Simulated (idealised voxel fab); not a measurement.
A process module follows: voxel self aligned vias.
In the cross-section labelled cut, the width is 230 nm and each square cell is 5 nm.
Throughout this document, each cross-section is represented as a grid of square cells and is presented as a sequence of bands enumerated from the top downward, where a band comprises one or more rows of cells.
The entry gives the band's vertical extent as a top height and a bottom height in nm, then its horizontal make-up as materials from left to right, each with a width in nm. "empty" stands for empty space; a single material marked "all across" fills the band edge to edge.
The reference from which all heights are counted is 0, the level beneath which the as-received wafer is entirely one material; the lowest band, having no lower bound, proceeds downward and is written after the example "0 and below".
Width spec "30 to 40" -> top row of cells at first value, bottom row at second value, equal per-row change in between.
"nothing got changed" -> step changed no cross-section cell.
"Closed voids list": empty spaces of 8 cells or more with no open way to the top, each given as width x height at distance, distance from the left edge, all in nm.
Where a step's line continues beyond its settings, the continuation is a remark by the simulator itself on that step.
Steps that use a mask can have "overlay nm" on their line. It says how far the mask sat to the right of where it was meant to be. Negative means to the left.
[Steps in the process plan]
step 1: RECEIVE: material Si
step 2: CONFORMAL_DEP: material SiO2, thk nm 10
step 3: CONFORMAL_DEP: material SiCN, thk nm 5
step 4: DIRECTIONAL_DEP: material SiO2, thk nm 30
step 5: DIRECTIONAL_DEP: material aC, thk nm 15
step 6: PATTERN: tone open, mask id LINES, material resist, width nm 25, pitch nm 55, thk nm 30, overlay nm -15
step 7: DIRECTIONAL_ETCH: etch materials aC, depth nm 15
step 8: STRIP: etch materials resist
step 9: DIRECTIONAL_ETCH: etch materials SiO2, depth nm 30
step 10: STRIP: etch materials aC
step 11: CONFORMAL_DEP: material TiN, thk nm 5
step 12: FILL_DEP: material W, thk nm 5
step 13: CMP: height nm 45
step 14: SELECTIVE_ETCH: etch materials W Ru TiN, depth nm 10
step 15: FILL_DEP: material SiN, thk nm 5
step 16: CMP: height nm 45
step 17: DIRECTIONAL_DEP: material SiO2, thk nm 15
step 18: DIRECTIONAL_DEP: material aC, thk nm 10
step 19: PATTERN: tone open, mask id VIAS, material resist, width nm 35, pitch nm 55, thk nm 25, overlay nm 0
step 20: DIRECTIONAL_ETCH: etch materials aC, depth nm 10
step 21: STRIP: etch materials resist
step 22: DIRECTIONAL_ETCH: etch materials SiO2, depth nm 15
step 23: DIRECTIONAL_ETCH: etch materials SiN, depth nm 10
step 24: STRIP: etch materials aC
step 25: CONFORMAL_DEP: material TiN, thk nm 5
step 26: FILL_DEP: material Ru, thk nm 5
step 27: CMP: height nm 60
step 28: CONFORMAL_DEP: material SiCN, thk nm 5
The plan's step 6 overlay nm is the first wafer's value; the wafers differ in this setting and start identical.
[Cross-section of the first of several wafers on receipt, reflecting completion of step 1]
	0 and below = Si all across
	Closed voids list: none
[Wafer rows, end of module: cells per material gained (+) or lost (-) since receipt; closed voids last]
overlay nm -15; +36 Ru; +92 SiCN; +12 SiN; +353 SiO2; +78 TiN; +27 W; Closed voids list: none
overlay nm -10; +42 Ru; +92 SiCN; +6 SiN; +353 SiO2; +78 TiN; +27 W; Closed voids list: none
overlay nm -5; +48 Ru; +92 SiCN; +353 SiO2; +78 TiN; +27 W; Closed voids list: none
overlay nm 0; +48 Ru; +92 SiCN; +353 SiO2; +78 TiN; +27 W; Closed voids list: none
overlay nm 5; +48 Ru; +92 SiCN; +353 SiO2; +78 TiN; +27 W; Closed voids list: none
overlay nm 10; +42 Ru; +92 SiCN; +6 SiN; +353 SiO2; +78 TiN; +27 W; Closed voids list: none
overlay nm 15; +36 Ru; +92 SiCN; +12 SiN; +353 SiO2; +78 TiN; +27 W; Closed voids list: none
